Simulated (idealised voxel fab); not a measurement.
Title: Process Module voxel capacitor over wiring
We display cut, a cross-section 270 nm in width whose square cells are each 5 nm.
This document writes a cross-section as a grid whose cells are square, and gives it as bands, listed from the top down; one or more rows of cells form a band.
It is stipulated that each band's entry specify, in nanometres, the height of the top of the band and then that of its bottom, followed by the materials of the band in left-to-right sequence, each together with its width in nanometres. A single material marked by the word "edge to edge" is understood to fill the band from edge to edge; the word "empty" is understood to denote empty space.
The reference from which all heights are counted is 0, the level beneath which the as-received wafer is entirely one material; the lowest band, having no lower bound, proceeds downward and is written after the example "0..down".
A width such as "30 to 40" changes by the same amount from each row of cells to the next, from the band's top row to its bottom row.
"nothing was modified" for a step: no cell of the cross-section changed in that step.
Voids not open to the top, 8 cells minimum: see "Enclosed voids". Written width x height at distance; distance is from the left edge; nm.
If you see something after the settings on a step's line, that's the simulator's own remark about that step.
The line of a step may include "overlay nm". On a step with a mask, this value is how far to the right of its planned place the mask lay. A negative value means the mask lay to the left.
# This section lists the process steps that were planned
1. RECEIVE | material Si
2. CONFORMAL_DEP | material SiO2 | thk nm 10
3. CONFORMAL_DEP | material SiN | thk nm 5
4. DIRECTIONAL_DEP | material SiO2 | thk nm 15
5. PATTERN | tone open | mask id METAL_1 | material resist | width nm 20 | pitch nm 80 | thk nm 15 | overlay nm 0
6. DIRECTIONAL_ETCH | etch materials SiO2 | depth nm 15
7. DIRECTIONAL_ETCH | etch materials SiN | depth nm 5
8. STRIP | etch materials resist
9. CONFORMAL_DEP | material TiN | thk nm 5
10. FILL_DEP | material Cu | thk nm 5
11. CMP | height nm 30
12. CONFORMAL_DEP | material SiCN | thk nm 5
13. DIRECTIONAL_DEP | material SiO2 | thk nm 5
14. DIRECTIONAL_DEP | material aC | thk nm 10
15. PATTERN | tone open | mask id PLUG_1 | material resist | width nm 15 | thk nm 30 | overlay nm 0
16. DIRECTIONAL_ETCH | etch materials aC | depth nm 10
17. STRIP | etch materials resist
18. DIRECTIONAL_ETCH | etch materials SiO2 | depth nm 10
19. DIRECTIONAL_ETCH | etch materials SiCN | depth nm 5
20. STRIP | etch materials aC
21. EPI | material Ru | thk nm 10
22. EPI | material Ru | thk nm 5
23. DIRECTIONAL_DEP | material TiN | thk nm 5
24. DIRECTIONAL_DEP | material SiN | thk nm 5
25. DIRECTIONAL_DEP | material TiN | thk nm 10
26. MASKED_ETCH | tone cover | mask id UPPER_PLATE | width nm 65 | etch materials TiN | depth nm 10 | overlay nm 0
27. MASKED_ETCH | tone cover | mask id UPPER_PLATE | width nm 65 | etch materials SiN | depth nm 5 | overlay nm 0
28. MASKED_ETCH | tone cover | mask id LOWER_PLATE | width nm 75 | etch materials TiN | depth nm 5 | overlay nm 0
29. FILL_DEP | material SiO2 | thk nm 20
30. CMP | height nm 80
31. PATTERN | tone open | mask id PLUG_2 | material resist | width nm 15 | thk nm 20 | overlay nm 0
32. DIRECTIONAL_ETCH | etch materials SiO2 | depth nm 15
33. STRIP | etch materials resist
34. CONFORMAL_DEP | material TiN | thk nm 5
35. FILL_DEP | material W | thk nm 10
36. CMP | height nm 80
37. CONFORMAL_DEP | material SiCN | thk nm 5
Quick note for whoever runs this: the wafers start identical, but the thk nm at step 13 isn't the same across them. The plan just shows what the first wafer had.
# Incoming state of the first of several wafers in cross-section: after step 1
0..down  Si edge to edge
Enclosed voids: none
# At the end of the module, after its last step, step 37, the first of several wafers appears in cross-section as follows
85..80  SiCN edge to edge
80..70  SiO2=100 / TiN=5 / W=5 / TiN=5 / SiO2=155
70..60  SiO2=100 to 90 / TiN=15 to 20 / SiO2=155 to 160
60..55  SiO2=90 / TiN=65 / SiO2=115
55..50  SiO2=90 / SiN=20 / TiN=45 / SiO2=115
50..45  SiO2=85 / TiN=25 / SiN=45 / SiO2=115
45..40  SiO2=85 / Ru=25 / TiN=50 / SiO2=110
40..35  SiO2=90 / Ru=15 / SiO2=165
35..30  SiCN=90 / Ru=15 / SiCN=165
30..15  SiO2=85 / TiN=5 / Cu=10 / TiN=5 / SiO2=60 / TiN=5 / Cu=10 / TiN=5 / SiO2=85
15..10  SiN=85 / TiN=20 / SiN=60 / TiN=20 / SiN=85
10..0  SiO2 edge to edge
0..down  Si edge to edge
Enclosed voids: none
# Last-wafer cross-section at the end of the module
85..80  SiCN edge to edge
80..70  SiO2=100 / TiN=55 / SiO2=115
70..65  SiO2=90 / TiN=15 / SiN=50 / SiO2=115
65..60  SiO2=85 / TiN=75 / SiO2=110
60..55  SiO2=90 / SiN=15 / SiO2=165
55..50  SiO2=90 / TiN=15 / SiO2=165
50..35  SiO2 edge to edge
35..30  SiCN edge to edge
30..15  SiO2=85 / TiN=5 / Cu=10 / TiN=5 / SiO2=60 / TiN=5 / Cu=10 / TiN=5 / SiO2=85
15..10  SiN=85 / TiN=20 / SiN=60 / TiN=20 / SiN=85
10..0  SiO2 edge to edge
0..down  Si edge to edge
Enclosed voids: none
# Take any row and you have a wafer at the end of the module: how many cells of each material it has gained (+) or lost (-) since it was received, and then its closed voids
thk nm 5; +12 Cu; +11 Ru; +105 SiCN; +59 SiN; +661 SiO2; +68 TiN; +2 W; Enclosed voids: none
thk nm 10; +12 Cu; +9 Ru; +105 SiCN; +59 SiN; +663 SiO2; +68 TiN; +2 W; Enclosed voids: none
thk nm 15; +12 Cu; +108 SiCN; +59 SiN; +671 SiO2; +67 TiN; +1 W; Enclosed voids: none
thk nm 20; +12 Cu; +108 SiCN; +59 SiN; +673 SiO2; +66 TiN; Enclosed voids: none
thk nm 25; +12 Cu; +108 SiCN; +59 SiN; +676 SiO2; +63 TiN; Enclosed voids: none
